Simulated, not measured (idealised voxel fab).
Process module under the name voxel gate over fins
Square cell edge 5 nm, section width 235 nm, ID cut.
Cross-sections here: square-cell grids, written as top-down lists of bands, a band being one or more rows of cells.
First you get the band's top height and its bottom height, in nm, and then the materials it's made of, left to right, with each width in nm. If you see a single material with "throughout", that one covers the band edge to edge. "empty" is empty space.
Ref level 0: as-received wafer is one material below here. Bottom band extends down with no lower bound ("0 down").
Top row gets the first number, bottom row gets the second, and each row in between changes by the same step: that is how a band width like "30 to 40" works.
"changes: none" for a step: no cell of the cross-section changed in that step.
"Sealed internal cavities" lists enclosed empty spaces (at least 8 cells, no open path upward to the top), each as width x height at distance from the left edge, in nm.
What comes after the settings on a step's line is commentary from the simulator itself on that step.
overlay nm: how far to the right of its planned place the mask lay on this masked step (negative: to the left).
Pairs follow: section before one process step, section after it down to the lowest changed band, step with settings underneath. Pairs may come from different runs of this module on the same starting wafer; continuity with the pair above only as stated in the "Geometry before processing" entry.

**Geometry before processing**
0 down: Si throughout
Sealed internal cavities: none

**after**
10 to 0: SiN throughout
At heights below 0, the structure remains unaltered.
Sealed internal cavities: none
Between before and after above, the operation and settings are CONFORMAL_DEP: material SiN, thk nm 10

Geometry before processing: The pre-step condition corresponds to the post-step cross-section depicted in the pair directly above.

**after**
20 to 10: aC throughout
At heights below 10, the structure remains unaltered.
Sealed internal cavities: none
Between before and after above, the operation and settings are DIRECTIONAL_DEP: material aC, thk nm 10

Geometry before processing: The pre-step condition corresponds to the post-step cross-section depicted in the pair directly above.

**after**
45 to 20: 35 empty, 15 resist, 35 empty, 15 resist, 35 empty, 15 resist, 35 empty, 15 resist, 35 empty
At heights below 20, the structure remains unaltered.
Sealed internal cavities: none
Between before and after above, the operation and settings are PATTERN: tone cover, mask id FINS, material resist, width nm 15, pitch nm 50, thk nm 25, overlay nm 0

Geometry before processing: The pre-step condition corresponds to the post-step cross-section depicted in the pair directly above.

**after**
35 to 20: 35 empty, 15 resist, 35 empty, 15 resist, 35 empty, 15 resist, 35 empty, 15 resist, 35 empty
20 to 10: 35 empty, 15 aC, 35 empty, 15 aC, 35 empty, 15 aC, 35 empty, 15 aC, 35 empty
At heights below 10, the structure remains unaltered.
Sealed internal cavities: none
Between before and after above, the operation and settings are DIRECTIONAL_ETCH: etch materials aC, depth nm 10

Geometry before processing: The pre-step condition corresponds to the post-step cross-section depicted in the pair directly above.

**after**
20 to 10: 35 empty, 15 aC, 35 empty, 15 aC, 35 empty, 15 aC, 35 empty, 15 aC, 35 empty
At heights below 10, the structure remains unaltered.
Sealed internal cavities: none
Between before and after above, the operation and settings are STRIP: etch materials resist

Geometry before processing: The pre-step condition corresponds to the post-step cross-section depicted in the pair directly above.

**after**
20 to 10: 35 empty, 15 aC, 35 empty, 15 aC, 35 empty, 15 aC, 35 empty, 15 aC, 35 empty
10 to 0: 35 empty, 15 SiN, 35 empty, 15 SiN, 35 empty, 15 SiN, 35 empty, 15 SiN, 35 empty
At heights below 0, the structure remains unaltered.
Sealed internal cavities: none
Between before and after above, the operation and settings are DIRECTIONAL_ETCH: etch materials SiN, depth nm 10

Geometry before processing: The pre-step condition corresponds to the post-step cross-section depicted in the pair directly above.

**after**
20 to 10: 35 empty, 15 aC, 35 empty, 15 aC, 35 empty, 15 aC, 35 empty, 15 aC, 35 empty
10 to 0: 35 empty, 15 SiN, 35 empty, 15 SiN, 35 empty, 15 SiN, 35 empty, 15 SiN, 35 empty
0 to -35: 35 empty, 15 Si, 35 empty, 15 Si, 35 empty, 15 Si, 35 empty, 15 Si, 35 empty
At heights below -35, the structure remains unaltered.
Sealed internal cavities: none
Between before and after above, the operation and settings are DIRECTIONAL_ETCH: etch materials Si, depth nm 35

Geometry before processing: The pre-step condition corresponds to the post-step cross-section depicted in the pair directly above.

**after**
10 to 0: 35 empty, 15 SiN, 35 empty, 15 SiN, 35 empty, 15 SiN, 35 empty, 15 SiN, 35 empty
At heights below 0, the structure remains unaltered.
Sealed internal cavities: none
Between before and after above, the operation and settings are STRIP: etch materials aC

Geometry before processing: The pre-step condition corresponds to the post-step cross-section depicted in the pair directly above.

**after**
10 to 0: 35 empty, 15 SiN, 35 empty, 15 SiN, 35 empty, 15 SiN, 35 empty, 15 SiN, 35 empty
0 to -35: 35 empty, 5 SiO2, 5 Si, 5 SiO2, 35 empty, 5 SiO2, 5 Si, 5 SiO2, 35 empty, 5 SiO2, 5 Si, 5 SiO2, 35 empty, 5 SiO2, 5 Si, 5 SiO2, 35 empty
-35 to -40: 40 SiO2, 5 Si, 45 SiO2, 5 Si, 45 SiO2, 5 Si, 45 SiO2, 5 Si, 40 SiO2
At heights below -40, the structure remains unaltered.
Sealed internal cavities: none
Between before and after above, the operation and settings are OXIDIZE: depth nm 5

Geometry before processing: The pre-step condition corresponds to the post-step cross-section depicted in the pair directly above.

**after**
20 to 10: SiO2 throughout
10 to 0: 35 SiO2, 15 SiN, 35 SiO2, 15 SiN, 35 SiO2, 15 SiN, 35 SiO2, 15 SiN, 35 SiO2
0 to -40: 40 SiO2, 5 Si, 45 SiO2, 5 Si, 45 SiO2, 5 Si, 45 SiO2, 5 Si, 40 SiO2
At heights below -40, the structure remains unaltered.
Sealed internal cavities: none
Between before and after above, the operation and settings are FILL_DEP: material SiO2, thk nm 10

Geometry before processing: The pre-step condition corresponds to the post-step cross-section depicted in the pair directly above.

**after**
10 to 0: 35 SiO2, 15 SiN, 35 SiO2, 15 SiN, 35 SiO2, 15 SiN, 35 SiO2, 15 SiN, 35 SiO2
At heights below 0, the structure remains unaltered.
Sealed internal cavities: none
Between before and after above, the operation and settings are CMP: height nm 10

Geometry before processing: The pre-step condition corresponds to the post-step cross-section depicted in the pair directly above.

**after**
20 to 10: aC throughout
At heights below 10, the structure remains unaltered.
Sealed internal cavities: none
Between before and after above, the operation and settings are DIRECTIONAL_DEP: material aC, thk nm 10

Geometry before processing: The pre-step condition corresponds to the post-step cross-section depicted in the pair directly above.

**after**
50 to 20: 60 resist, 15 empty, 160 resist
At heights below 20, the structure remains unaltered.
Sealed internal cavities: none
Between before and after above, the operation and settings are PATTERN: tone open, mask id RAIL, material resist, width nm 15, thk nm 30, overlay nm 0

Geometry before processing: The pre-step condition corresponds to the post-step cross-section depicted in the pair directly above.

**after**
40 to 20: 60 resist, 15 empty, 160 resist
20 to 10: 60 aC, 15 empty, 160 aC
At heights below 10, the structure remains unaltered.
Sealed internal cavities: none
Between before and after above, the operation and settings are DIRECTIONAL_ETCH: etch materials aC, depth nm 10

Geometry before processing: The pre-step condition corresponds to the post-step cross-section depicted in the pair directly above.

**after**
20 to 10: 60 aC, 15 empty, 160 aC
At heights below 10, the structure remains unaltered.
Sealed internal cavities: none
Between before and after above, the operation and settings are STRIP: etch materials resist

Geometry before processing: The pre-step condition corresponds to the post-step cross-section depicted in the pair directly above.

**after**
20 to 10: 60 aC, 15 empty, 160 aC
10 to 0: 35 SiO2, 15 SiN, 10 SiO2, 15 empty, 10 SiO2, 15 SiN, 35 SiO2, 15 SiN, 35 SiO2, 15 SiN, 35 SiO2
0 to -30: 40 SiO2, 5 Si, 15 SiO2, 15 empty, 15 SiO2, 5 Si, 45 SiO2, 5 Si, 45 SiO2, 5 Si, 40 SiO2
At heights below -30, the structure remains unaltered.
Sealed internal cavities: none
Between before and after above, the operation and settings are DIRECTIONAL_ETCH: etch materials SiO2, depth nm 40

Geometry before processing: The pre-step condition corresponds to the post-step cross-section depicted in the pair directly above.

**after**
10 to 0: 35 SiO2, 15 SiN, 10 SiO2, 15 empty, 10 SiO2, 15 SiN, 35 SiO2, 15 SiN, 35 SiO2, 15 SiN, 35 SiO2
At heights below 0, the structure remains unaltered.
Sealed internal cavities: none
Between before and after above, the operation and settings are STRIP: etch materials aC

Geometry before processing: The pre-step condition corresponds to the post-step cross-section depicted in the pair directly above.

**after**
15 to 10: 65 TiN, 5 empty, 165 TiN
10 to 0: 35 SiO2, 15 SiN, 10 SiO2, 5 TiN, 5 empty, 5 TiN, 10 SiO2, 15 SiN, 35 SiO2, 15 SiN, 35 SiO2, 15 SiN, 35 SiO2
0 to -25: 40 SiO2, 5 Si, 15 SiO2, 5 TiN, 5 empty, 5 TiN, 15 SiO2, 5 Si, 45 SiO2, 5 Si, 45 SiO2, 5 Si, 40 SiO2
-25 to -30: 40 SiO2, 5 Si, 15 SiO2, 15 TiN, 15 SiO2, 5 Si, 45 SiO2, 5 Si, 45 SiO2, 5 Si, 40 SiO2
At heights below -30, the structure remains unaltered.
Sealed internal cavities: none
Between before and after above, the operation and settings are CONFORMAL_DEP: material TiN, thk nm 5

Geometry before processing: The pre-step condition corresponds to the post-step cross-section depicted in the pair directly above.

**after**
20 to 15: Ru throughout
15 to 10: 65 TiN, 5 Ru, 165 TiN
10 to 0: 35 SiO2, 15 SiN, 10 SiO2, 5 TiN, 5 Ru, 5 TiN, 10 SiO2, 15 SiN, 35 SiO2, 15 SiN, 35 SiO2, 15 SiN, 35 SiO2
0 to -25: 40 SiO2, 5 Si, 15 SiO2, 5 TiN, 5 Ru, 5 TiN, 15 SiO2, 5 Si, 45 SiO2, 5 Si, 45 SiO2, 5 Si, 40 SiO2
At heights below -25, the structure remains unaltered.
Sealed internal cavities: none
Between before and after above, the operation and settings are FILL_DEP: material Ru, thk nm 5

Geometry before processing: The pre-step condition corresponds to the post-step cross-section depicted in the pair directly above.

**after**
10 to 0: 35 SiO2, 15 SiN, 10 SiO2, 5 TiN, 5 Ru, 5 TiN, 10 SiO2, 15 SiN, 35 SiO2, 15 SiN, 35 SiO2, 15 SiN, 35 SiO2
At heights below 0, the structure remains unaltered.
Sealed internal cavities: none
Between before and after above, the operation and settings are CMP: height nm 10

Geometry before processing: The pre-step condition corresponds to the post-step cross-section depicted in the pair directly above.

**after**
10 to 0: 35 SiO2, 15 SiN, 10 SiO2, 15 empty, 10 SiO2, 15 SiN, 35 SiO2, 15 SiN, 35 SiO2, 15 SiN, 35 SiO2
0 to -25: 40 SiO2, 5 Si, 15 SiO2, 15 empty, 15 SiO2, 5 Si, 45 SiO2, 5 Si, 45 SiO2, 5 Si, 40 SiO2
At heights below -25, the structure remains unaltered.
Sealed internal cavities: none
Between before and after above, the operation and settings are SELECTIVE_ETCH: etch materials W Ru TiN, depth nm 35

Geometry before processing: The pre-step condition corresponds to the post-step cross-section depicted in the pair directly above.

**after**
15 to 10: SiO2 throughout
10 to 0: 35 SiO2, 15 SiN, 35 SiO2, 15 SiN, 35 SiO2, 15 SiN, 35 SiO2, 15 SiN, 35 SiO2
0 to -25: 40 SiO2, 5 Si, 45 SiO2, 5 Si, 45 SiO2, 5 Si, 45 SiO2, 5 Si, 40 SiO2
At heights below -25, the structure remains unaltered.
Sealed internal cavities: none
Between before and after above, the operation and settings are FILL_DEP: material SiO2, thk nm 5

Geometry before processing: The pre-step condition corresponds to the post-step cross-section depicted in the pair directly above.

**after**
10 to 0: 35 SiO2, 15 SiN, 35 SiO2, 15 SiN, 35 SiO2, 15 SiN, 35 SiO2, 15 SiN, 35 SiO2
At heights below 0, the structure remains unaltered.
Sealed internal cavities: none
Between before and after above, the operation and settings are CMP: height nm 10

Geometry before processing: The pre-step condition corresponds to the post-step cross-section depicted in the pair directly above.

**after**
10 to 0: 35 empty, 15 SiN, 35 empty, 15 SiN, 35 empty, 15 SiN, 35 empty, 15 SiN, 35 empty
0 to -15: 40 empty, 5 Si, 45 empty, 5 Si, 45 empty, 5 Si, 45 empty, 5 Si, 40 empty
At heights below -15, the structure remains unaltered.
Sealed internal cavities: none
Between before and after above, the operation and settings are SELECTIVE_ETCH: etch materials SiO2, depth nm 25

Geometry before processing: The pre-step condition corresponds to the post-step cross-section depicted in the pair directly above.

**after**
0 to -15: 40 empty, 5 Si, 45 empty, 5 Si, 45 empty, 5 Si, 45 empty, 5 Si, 40 empty
At heights below -15, the structure remains unaltered.
Sealed internal cavities: none
Between before and after above, the operation and settings are STRIP: etch materials SiN

Geometry before processing: The pre-step condition corresponds to the post-step cross-section depicted in the pair directly above.

**after**
5 to 0: 35 empty, 15 HfO2, 35 empty, 15 HfO2, 35 empty, 15 HfO2, 35 empty, 15 HfO2, 35 empty
0 to -10: 35 empty, 5 HfO2, 5 Si, 5 HfO2, 35 empty, 5 HfO2, 5 Si, 5 HfO2, 35 empty, 5 HfO2, 5 Si, 5 HfO2, 35 empty, 5 HfO2, 5 Si, 5 HfO2, 35 empty
-10 to -15: 40 HfO2, 5 Si, 45 HfO2, 5 Si, 45 HfO2, 5 Si, 45 HfO2, 5 Si, 40 HfO2
At heights below -15, the structure remains unaltered.
Sealed internal cavities: none
Between before and after above, the operation and settings are CONFORMAL_DEP: material HfO2, thk nm 5

Geometry before processing: The pre-step condition corresponds to the post-step cross-section depicted in the pair directly above.

**after**
10 to 5: 30 empty, 25 TiN, 25 empty, 25 TiN, 25 empty, 25 TiN, 25 empty, 25 TiN, 30 empty
5 to 0: 30 empty, 5 TiN, 15 HfO2, 5 TiN, 25 empty, 5 TiN, 15 HfO2, 5 TiN, 25 empty, 5 TiN, 15 HfO2, 5 TiN, 25 empty, 5 TiN, 15 HfO2, 5 TiN, 30 empty
0 to -5: 30 empty, 5 TiN, 5 HfO2, 5 Si, 5 HfO2, 5 TiN, 25 empty, 5 TiN, 5 HfO2, 5 Si, 5 HfO2, 5 TiN, 25 empty, 5 TiN, 5 HfO2, 5 Si, 5 HfO2, 5 TiN, 25 empty, 5 TiN, 5 HfO2, 5 Si, 5 HfO2, 5 TiN, 30 empty
-5 to -10: 35 TiN, 5 HfO2, 5 Si, 5 HfO2, 35 TiN, 5 HfO2, 5 Si, 5 HfO2, 35 TiN, 5 HfO2, 5 Si, 5 HfO2, 35 TiN, 5 HfO2, 5 Si, 5 HfO2, 35 TiN
At heights below -10, the structure remains unaltered.
Sealed internal cavities: none
Between before and after above, the operation and settings are CONFORMAL_DEP: material TiN, thk nm 5

Geometry before processing: The pre-step condition corresponds to the post-step cross-section depicted in the pair directly above.

**after**
15 to 10: 25 empty, 35 TiAl, 15 empty, 35 TiAl, 15 empty, 35 TiAl, 15 empty, 35 TiAl, 25 empty
10 to 5: 25 empty, 5 TiAl, 25 TiN, 5 TiAl, 15 empty, 5 TiAl, 25 TiN, 5 TiAl, 15 empty, 5 TiAl, 25 TiN, 5 TiAl, 15 empty, 5 TiAl, 25 TiN, 5 TiAl, 25 empty
5 to 0: 25 empty, 5 TiAl, 5 TiN, 15 HfO2, 5 TiN, 5 TiAl, 15 empty, 5 TiAl, 5 TiN, 15 HfO2, 5 TiN, 5 TiAl, 15 empty, 5 TiAl, 5 TiN, 15 HfO2, 5 TiN, 5 TiAl, 15 empty, 5 TiAl, 5 TiN, 15 HfO2, 5 TiN, 5 TiAl, 25 empty
0 to -5: 30 TiAl, 5 TiN, 5 HfO2, 5 Si, 5 HfO2, 5 TiN, 25 TiAl, 5 TiN, 5 HfO2, 5 Si, 5 HfO2, 5 TiN, 25 TiAl, 5 TiN, 5 HfO2, 5 Si, 5 HfO2, 5 TiN, 25 TiAl, 5 TiN, 5 HfO2, 5 Si, 5 HfO2, 5 TiN, 30 TiAl
At heights below -5, the structure remains unaltered.
Sealed internal cavities: none
Between before and after above, the operation and settings are CONFORMAL_DEP: material TiAl, thk nm 5

Geometry before processing: The pre-step condition corresponds to the post-step cross-section depicted in the pair directly above.

**after**
20 to 15: 20 empty, 45 TiN, 5 empty, 45 TiN, 5 empty, 45 TiN, 5 empty, 45 TiN, 20 empty
15 to 10: 20 empty, 5 TiN, 35 TiAl, 5 TiN, 5 empty, 5 TiN, 35 TiAl, 5 TiN, 5 empty, 5 TiN, 35 TiAl, 5 TiN, 5 empty, 5 TiN, 35 TiAl, 5 TiN, 20 empty
10 to 5: 20 empty, 5 TiN, 5 TiAl, 25 TiN, 5 TiAl, 5 TiN, 5 empty, 5 TiN, 5 TiAl, 25 TiN, 5 TiAl, 5 TiN, 5 empty, 5 TiN, 5 TiAl, 25 TiN, 5 TiAl, 5 TiN, 5 empty, 5 TiN, 5 TiAl, 25 TiN, 5 TiAl, 5 TiN, 20 empty
5 to 0: 25 TiN, 5 TiAl, 5 TiN, 15 HfO2, 5 TiN, 5 TiAl, 15 TiN, 5 TiAl, 5 TiN, 15 HfO2, 5 TiN, 5 TiAl, 15 TiN, 5 TiAl, 5 TiN, 15 HfO2, 5 TiN, 5 TiAl, 15 TiN, 5 TiAl, 5 TiN, 15 HfO2, 5 TiN, 5 TiAl, 25 TiN
At heights below 0, the structure remains unaltered.
Sealed internal cavities: none
Between before and after above, the operation and settings are CONFORMAL_DEP: material TiN, thk nm 5

Geometry before processing: The pre-step condition corresponds to the post-step cross-section depicted in the pair directly above.

**after**
30 to 20: W throughout
20 to 15: 20 W, 45 TiN, 5 W, 45 TiN, 5 W, 45 TiN, 5 W, 45 TiN, 20 W
15 to 10: 20 W, 5 TiN, 35 TiAl, 5 TiN, 5 W, 5 TiN, 35 TiAl, 5 TiN, 5 W, 5 TiN, 35 TiAl, 5 TiN, 5 W, 5 TiN, 35 TiAl, 5 TiN, 20 W
10 to 5: 20 W, 5 TiN, 5 TiAl, 25 TiN, 5 TiAl, 5 TiN, 5 W, 5 TiN, 5 TiAl, 25 TiN, 5 TiAl, 5 TiN, 5 W, 5 TiN, 5 TiAl, 25 TiN, 5 TiAl, 5 TiN, 5 W, 5 TiN, 5 TiAl, 25 TiN, 5 TiAl, 5 TiN, 20 W
At heights below 5, the structure remains unaltered.
Sealed internal cavities: none
Between before and after above, the operation and settings are FILL_DEP: material W, thk nm 10

Geometry before processing: The pre-step condition corresponds to the post-step cross-section depicted in the pair directly above.

**after**
25 to 20: W throughout
At heights below 20, the structure remains unaltered.
Sealed internal cavities: none
Between before and after above, the operation and settings are CMP: height nm 25

Geometry before processing: The pre-step condition corresponds to the post-step cross-section depicted in the pair directly above.

**after**
35 to 25: SiN throughout
At heights below 25, the structure remains unaltered.
Sealed internal cavities: none
Between before and after above, the operation and settings are CONFORMAL_DEP: material SiN, thk nm 10

**Geometry before processing**
10 to 5: 30 empty, 25 TiN, 25 empty, 25 TiN, 25 empty, 25 TiN, 25 empty, 25 TiN, 30 empty
5 to 0: 30 empty, 5 TiN, 15 HfO2, 5 TiN, 25 empty, 5 TiN, 15 HfO2, 5 TiN, 25 empty, 5 TiN, 15 HfO2, 5 TiN, 25 empty, 5 TiN, 15 HfO2, 5 TiN, 30 empty
0 to -5: 30 empty, 5 TiN, 5 HfO2, 5 Si, 5 HfO2, 5 TiN, 25 empty, 5 TiN, 5 HfO2, 5 Si, 5 HfO2, 5 TiN, 25 empty, 5 TiN, 5 HfO2, 5 Si, 5 HfO2, 5 TiN, 25 empty, 5 TiN, 5 HfO2, 5 Si, 5 HfO2, 5 TiN, 30 empty
-5 to -10: 35 TiN, 5 HfO2, 5 Si, 5 HfO2, 35 TiN, 5 HfO2, 5 Si, 5 HfO2, 35 TiN, 5 HfO2, 5 Si, 5 HfO2, 35 TiN, 5 HfO2, 5 Si, 5 HfO2, 35 TiN
-10 to -15: 40 HfO2, 5 Si, 45 HfO2, 5 Si, 45 HfO2, 5 Si, 45 HfO2, 5 Si, 40 HfO2
-15 to -25: 40 SiO2, 5 Si, 45 SiO2, 5 Si, 45 SiO2, 5 Si, 45 SiO2, 5 Si, 40 SiO2
-25 to -30: 40 SiO2, 5 Si, 15 SiO2, 15 TiN, 15 SiO2, 5 Si, 45 SiO2, 5 Si, 45 SiO2, 5 Si, 40 SiO2
-30 to -40: 40 SiO2, 5 Si, 45 SiO2, 5 Si, 45 SiO2, 5 Si, 45 SiO2, 5 Si, 40 SiO2
-40 down: Si throughout
Sealed internal cavities: none

**after**
15 to 5: 25 empty, 35 TiN, 15 empty, 35 TiN, 15 empty, 35 TiN, 15 empty, 35 TiN, 25 empty
5 to 0: 25 empty, 10 TiN, 15 HfO2, 10 TiN, 15 empty, 10 TiN, 15 HfO2, 10 TiN, 15 empty, 10 TiN, 15 HfO2, 10 TiN, 15 empty, 10 TiN, 15 HfO2, 10 TiN, 25 empty
0 to -10: 35 TiN, 5 HfO2, 5 Si, 5 HfO2, 35 TiN, 5 HfO2, 5 Si, 5 HfO2, 35 TiN, 5 HfO2, 5 Si, 5 HfO2, 35 TiN, 5 HfO2, 5 Si, 5 HfO2, 35 TiN
At heights below -10, the structure remains unaltered.
Sealed internal cavities: none
Between before and after above, the operation and settings are CONFORMAL_DEP: material TiN, thk nm 5

Geometry before processing: The pre-step condition corresponds to the post-step cross-section depicted in the pair directly above.

**after**
25 to 15: W throughout
15 to 5: 25 W, 35 TiN, 15 W, 35 TiN, 15 W, 35 TiN, 15 W, 35 TiN, 25 W
5 to 0: 25 W, 10 TiN, 15 HfO2, 10 TiN, 15 W, 10 TiN, 15 HfO2, 10 TiN, 15 W, 10 TiN, 15 HfO2, 10 TiN, 15 W, 10 TiN, 15 HfO2, 10 TiN, 25 W
At heights below 0, the structure remains unaltered.
Sealed internal cavities: none
Between before and after above, the operation and settings are FILL_DEP: material W, thk nm 10

Geometry before processing: The pre-step condition corresponds to the post-step cross-section depicted in the pair directly above.

**after**
35 to 25: SiN throughout
At heights below 25, the structure remains unaltered.
Sealed internal cavities: none
Between before and after above, the operation and settings are CONFORMAL_DEP: material SiN, thk nm 10

**Geometry before processing**
20 to 10: 35 empty, 15 aC, 35 empty, 15 aC, 35 empty, 15 aC, 35 empty, 15 aC, 35 empty
10 to 0: 35 empty, 15 SiN, 35 empty, 15 SiN, 35 empty, 15 SiN, 35 empty, 15 SiN, 35 empty
0 to -35: 35 empty, 15 Si, 35 empty, 15 Si, 35 empty, 15 Si, 35 empty, 15 Si, 35 empty
-35 down: Si throughout
Sealed internal cavities: none

**after**
20 to 10: 35 empty, 15 aC, 35 empty, 15 aC, 35 empty, 15 aC, 35 empty, 15 aC, 35 empty
10 to 0: 35 empty, 15 SiN, 35 empty, 15 SiN, 35 empty, 15 SiN, 35 empty, 15 SiN, 35 empty
0 to -70: 35 empty, 15 Si, 35 empty, 15 Si, 35 empty, 15 Si, 35 empty, 15 Si, 35 empty
At heights below -70, the structure remains unaltered.
Sealed internal cavities: none
Between before and after above, the operation and settings are DIRECTIONAL_ETCH: etch materials Si, depth nm 35

Geometry before processing: The pre-step condition corresponds to the post-step cross-section depicted in the pair directly above.

**after**
10 to 0: 35 empty, 15 SiN, 35 empty, 15 SiN, 35 empty, 15 SiN, 35 empty, 15 SiN, 35 empty
At heights below 0, the structure remains unaltered.
Sealed internal cavities: none
Between before and after above, the operation and settings are STRIP: etch materials aC

Geometry before processing: The pre-step condition corresponds to the post-step cross-section depicted in the pair directly above.

**after**
10 to 0: 35 empty, 15 SiN, 35 empty, 15 SiN, 35 empty, 15 SiN, 35 empty, 15 SiN, 35 empty
0 to -70: 35 empty, 5 SiO2, 5 Si, 5 SiO2, 35 empty, 5 SiO2, 5 Si, 5 SiO2, 35 empty, 5 SiO2, 5 Si, 5 SiO2, 35 empty, 5 SiO2, 5 Si, 5 SiO2, 35 empty
-70 to -75: 40 SiO2, 5 Si, 45 SiO2, 5 Si, 45 SiO2, 5 Si, 45 SiO2, 5 Si, 40 SiO2
At heights below -75, the structure remains unaltered.
Sealed internal cavities: none
Between before and after above, the operation and settings are OXIDIZE: depth nm 5

Geometry before processing: The pre-step condition corresponds to the post-step cross-section depicted in the pair directly above.

**after**
20 to 10: SiO2 throughout
10 to 0: 35 SiO2, 15 SiN, 35 SiO2, 15 SiN, 35 SiO2, 15 SiN, 35 SiO2, 15 SiN, 35 SiO2
0 to -75: 40 SiO2, 5 Si, 45 SiO2, 5 Si, 45 SiO2, 5 Si, 45 SiO2, 5 Si, 40 SiO2
At heights below -75, the structure remains unaltered.
Sealed internal cavities: none
Between before and after above, the operation and settings are FILL_DEP: material SiO2, thk nm 10

Geometry before processing: The pre-step condition corresponds to the post-step cross-section depicted in the pair directly above.

**after**
10 to 0: 35 SiO2, 15 SiN, 35 SiO2, 15 SiN, 35 SiO2, 15 SiN, 35 SiO2, 15 SiN, 35 SiO2
At heights below 0, the structure remains unaltered.
Sealed internal cavities: none
Between before and after above, the operation and settings are CMP: height nm 10

Geometry before processing: The pre-step condition corresponds to the post-step cross-section depicted in the pair directly above.

**after**
20 to 10: aC throughout
At heights below 10, the structure remains unaltered.
Sealed internal cavities: none
Between before and after above, the operation and settings are DIRECTIONAL_DEP: material aC, thk nm 10

Geometry before processing: The pre-step condition corresponds to the post-step cross-section depicted in the pair directly above.

**after**
50 to 20: 60 resist, 15 empty, 160 resist
At heights below 20, the structure remains unaltered.
Sealed internal cavities: none
Between before and after above, the operation and settings are PATTERN: tone open, mask id RAIL, material resist, width nm 15, thk nm 30, overlay nm 0

Geometry before processing: The pre-step condition corresponds to the post-step cross-section depicted in the pair directly above.

**after**
40 to 20: 60 resist, 15 empty, 160 resist
20 to 10: 60 aC, 15 empty, 160 aC
At heights below 10, the structure remains unaltered.
Sealed internal cavities: none
Between before and after above, the operation and settings are DIRECTIONAL_ETCH: etch materials aC, depth nm 10

Geometry before processing: The pre-step condition corresponds to the post-step cross-section depicted in the pair directly above.

**after**
20 to 10: 60 aC, 15 empty, 160 aC
At heights below 10, the structure remains unaltered.
Sealed internal cavities: none
Between before and after above, the operation and settings are STRIP: etch materials resist

Geometry before processing: The pre-step condition corresponds to the post-step cross-section depicted in the pair directly above.

**after**
20 to 10: 60 aC, 15 empty, 160 aC
10 to 0: 35 SiO2, 15 SiN, 10 SiO2, 15 empty, 10 SiO2, 15 SiN, 35 SiO2, 15 SiN, 35 SiO2, 15 SiN, 35 SiO2
0 to -30: 40 SiO2, 5 Si, 15 SiO2, 15 empty, 15 SiO2, 5 Si, 45 SiO2, 5 Si, 45 SiO2, 5 Si, 40 SiO2
At heights below -30, the structure remains unaltered.
Sealed internal cavities: none
Between before and after above, the operation and settings are DIRECTIONAL_ETCH: etch materials SiO2, depth nm 40

Geometry before processing: The pre-step condition corresponds to the post-step cross-section depicted in the pair directly above.

**after**
10 to 0: 35 SiO2, 15 SiN, 10 SiO2, 15 empty, 10 SiO2, 15 SiN, 35 SiO2, 15 SiN, 35 SiO2, 15 SiN, 35 SiO2
At heights below 0, the structure remains unaltered.
Sealed internal cavities: none
Between before and after above, the operation and settings are STRIP: etch materials aC

Geometry before processing: The pre-step condition corresponds to the post-step cross-section depicted in the pair directly above.

**after**
15 to 10: 65 TiN, 5 empty, 165 TiN
10 to 0: 35 SiO2, 15 SiN, 10 SiO2, 5 TiN, 5 empty, 5 TiN, 10 SiO2, 15 SiN, 35 SiO2, 15 SiN, 35 SiO2, 15 SiN, 35 SiO2
0 to -25: 40 SiO2, 5 Si, 15 SiO2, 5 TiN, 5 empty, 5 TiN, 15 SiO2, 5 Si, 45 SiO2, 5 Si, 45 SiO2, 5 Si, 40 SiO2
-25 to -30: 40 SiO2, 5 Si, 15 SiO2, 15 TiN, 15 SiO2, 5 Si, 45 SiO2, 5 Si, 45 SiO2, 5 Si, 40 SiO2
At heights below -30, the structure remains unaltered.
Sealed internal cavities: none
Between before and after above, the operation and settings are CONFORMAL_DEP: material TiN, thk nm 5

Geometry before processing: The pre-step condition corresponds to the post-step cross-section depicted in the pair directly above.

**after**
20 to 15: Ru throughout
15 to 10: 65 TiN, 5 Ru, 165 TiN
10 to 0: 35 SiO2, 15 SiN, 10 SiO2, 5 TiN, 5 Ru, 5 TiN, 10 SiO2, 15 SiN, 35 SiO2, 15 SiN, 35 SiO2, 15 SiN, 35 SiO2
0 to -25: 40 SiO2, 5 Si, 15 SiO2, 5 TiN, 5 Ru, 5 TiN, 15 SiO2, 5 Si, 45 SiO2, 5 Si, 45 SiO2, 5 Si, 40 SiO2
At heights below -25, the structure remains unaltered.
Sealed internal cavities: none
Between before and after above, the operation and settings are FILL_DEP: material Ru, thk nm 5

Geometry before processing: The pre-step condition corresponds to the post-step cross-section depicted in the pair directly above.

**after**
10 to 0: 35 SiO2, 15 SiN, 10 SiO2, 5 TiN, 5 Ru, 5 TiN, 10 SiO2, 15 SiN, 35 SiO2, 15 SiN, 35 SiO2, 15 SiN, 35 SiO2
At heights below 0, the structure remains unaltered.
Sealed internal cavities: none
Between before and after above, the operation and settings are CMP: height nm 10

Geometry before processing: The pre-step condition corresponds to the post-step cross-section depicted in the pair directly above.

**after**
10 to 0: 35 SiO2, 15 SiN, 10 SiO2, 15 empty, 10 SiO2, 15 SiN, 35 SiO2, 15 SiN, 35 SiO2, 15 SiN, 35 SiO2
0 to -25: 40 SiO2, 5 Si, 15 SiO2, 15 empty, 15 SiO2, 5 Si, 45 SiO2, 5 Si, 45 SiO2, 5 Si, 40 SiO2
At heights below -25, the structure remains unaltered.
Sealed internal cavities: none
Between before and after above, the operation and settings are SELECTIVE_ETCH: etch materials W Ru TiN, depth nm 35

Geometry before processing: The pre-step condition corresponds to the post-step cross-section depicted in the pair directly above.

**after**
15 to 10: SiO2 throughout
10 to 0: 35 SiO2, 15 SiN, 35 SiO2, 15 SiN, 35 SiO2, 15 SiN, 35 SiO2, 15 SiN, 35 SiO2
0 to -25: 40 SiO2, 5 Si, 45 SiO2, 5 Si, 45 SiO2, 5 Si, 45 SiO2, 5 Si, 40 SiO2
At heights below -25, the structure remains unaltered.
Sealed internal cavities: none
Between before and after above, the operation and settings are FILL_DEP: material SiO2, thk nm 5

Geometry before processing: The pre-step condition corresponds to the post-step cross-section depicted in the pair directly above.

**after**
10 to 0: 35 SiO2, 15 SiN, 35 SiO2, 15 SiN, 35 SiO2, 15 SiN, 35 SiO2, 15 SiN, 35 SiO2
At heights below 0, the structure remains unaltered.
Sealed internal cavities: none
Between before and after above, the operation and settings are CMP: height nm 10

Geometry before processing: The pre-step condition corresponds to the post-step cross-section depicted in the pair directly above.

**after**
10 to 0: 35 empty, 15 SiN, 35 empty, 15 SiN, 35 empty, 15 SiN, 35 empty, 15 SiN, 35 empty
0 to -15: 40 empty, 5 Si, 45 empty, 5 Si, 45 empty, 5 Si, 45 empty, 5 Si, 40 empty
At heights below -15, the structure remains unaltered.
Sealed internal cavities: none
Between before and after above, the operation and settings are SELECTIVE_ETCH: etch materials SiO2, depth nm 25
